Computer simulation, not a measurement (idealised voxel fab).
You're looking at the process module voxel wiring stack.
This is section cut - it's 175 nm across, gridded in 5 nm square cells.
In what follows, cross-sections appear as grids of square cells, described through bands that run from the top down, where every band is one or more rows of cells.
Top, bottom (nm), then materials left to right with widths (nm); lone material tagged "throughout" fills the whole band edge to edge; "empty" = empty space.
The reference from which all heights are counted is 0, the level beneath which the as-received wafer is entirely one material; the lowest band, having no lower bound, proceeds downward and is written after the example "0 nm and below".
It should be noted that a width expressed as "30 to 40" varies in equal increments from row to row of cells within the band, taking the value of the first number at the top row and that of the second number at the bottom row.
Reading "nothing different" for a step: not a cell of the cross-section changed in it.
Any empty space of 8 cells or more lacking an open way to the top shows up in "Fully sealed cavities" as width x height at distance, distance from the left edge, in nm.
Where a step's line continues beyond its settings, the continuation is a remark by the simulator itself on that step.
overlay nm: mask offset rightward from planned place, masked step; negative means leftward offset.

-- Planned process steps
- 1: RECEIVE, material Si
- 2: CONFORMAL_DEP, material SiO2, thk nm 10
- 3: DIRECTIONAL_DEP, material TiN, thk nm 5
- 4: DIRECTIONAL_DEP, material W, thk nm 15
- 5: PATTERN, tone cover, mask id METAL_1, material resist, width nm 30, pitch nm 55, thk nm 15, overlay nm 0
- 6: DIRECTIONAL_ETCH, etch materials W, depth nm 15
- 7: DIRECTIONAL_ETCH, etch materials TiN, depth nm 5
- 8: STRIP, etch materials resist
- 9: FILL_DEP, material lowk, thk nm 5
- 10: CMP, height nm 30
- 11: CONFORMAL_DEP, material SiCN, thk nm 5
- 12: DIRECTIONAL_DEP, material SiO2, thk nm 35
- 13: PATTERN, tone open, mask id METAL_2, material resist, width nm 30, pitch nm 55, thk nm 20, overlay nm 0
- 14: DIRECTIONAL_ETCH, etch materials SiO2, depth nm 20
- 15: STRIP, etch materials resist
- 16: PATTERN, tone open, mask id METAL_2_HOLES, material resist, width nm 15, pitch nm 55, thk nm 20, overlay nm 0
- 17: DIRECTIONAL_ETCH, etch materials SiO2, depth nm 15
- 18: DIRECTIONAL_ETCH, etch materials SiCN, depth nm 5
- 19: STRIP, etch materials resist
- 20: CONFORMAL_DEP, material TiN, thk nm 5
- 21: FILL_DEP, material Cu, thk nm 5
- 22: CMP, height nm 70
- 23: CONFORMAL_DEP, material SiCN, thk nm 5

-- The cross-section here shows the wafer as received, i.e. in its state after step 1
> 0 nm and below | Si throughout
> Fully sealed cavities: none

-- End state of the module in cross-section, given the above starting point and plan and one mistake in execution
> 75 nm to 70 nm | SiCN throughout
> 70 nm to 60 nm | 25 of Cu / 5 of TiN / 15 of SiO2 / 5 of TiN / 30 of Cu / 5 of TiN / 15 of SiO2 / 5 of TiN / 30 of Cu / 5 of TiN / 15 of SiO2 / 5 of TiN / 15 of Cu
> 60 nm to 55 nm | 10 of Cu / 20 of TiN / 15 of SiO2 / 5 of TiN / 15 of Cu / 20 of TiN / 15 of SiO2 / 5 of TiN / 15 of Cu / 20 of TiN / 15 of SiO2 / 5 of TiN / 15 of Cu
> 55 nm to 50 nm | 15 of TiN / 30 of SiO2 / 25 of TiN / 30 of SiO2 / 25 of TiN / 30 of SiO2 / 20 of TiN
> 50 nm to 35 nm | SiO2 throughout
> 35 nm to 30 nm | SiCN throughout
> 30 nm to 15 nm | 15 of lowk / 30 of W / 25 of lowk / 30 of W / 25 of lowk / 30 of W / 20 of lowk
> 15 nm to 10 nm | 15 of lowk / 30 of TiN / 25 of lowk / 30 of TiN / 25 of lowk / 30 of TiN / 20 of lowk
> 10 nm to 0 nm | SiO2 throughout
> 0 nm and below | Si throughout
> Fully sealed cavities: none
It is concluded that the wafer was processed incorrectly with respect to the plan, in that step 13 went in with a setting other than planned; the actual run was PATTERN, tone cover, mask id METAL_2, material resist, width nm 30, pitch nm 55, thk nm 20, overlay nm 0
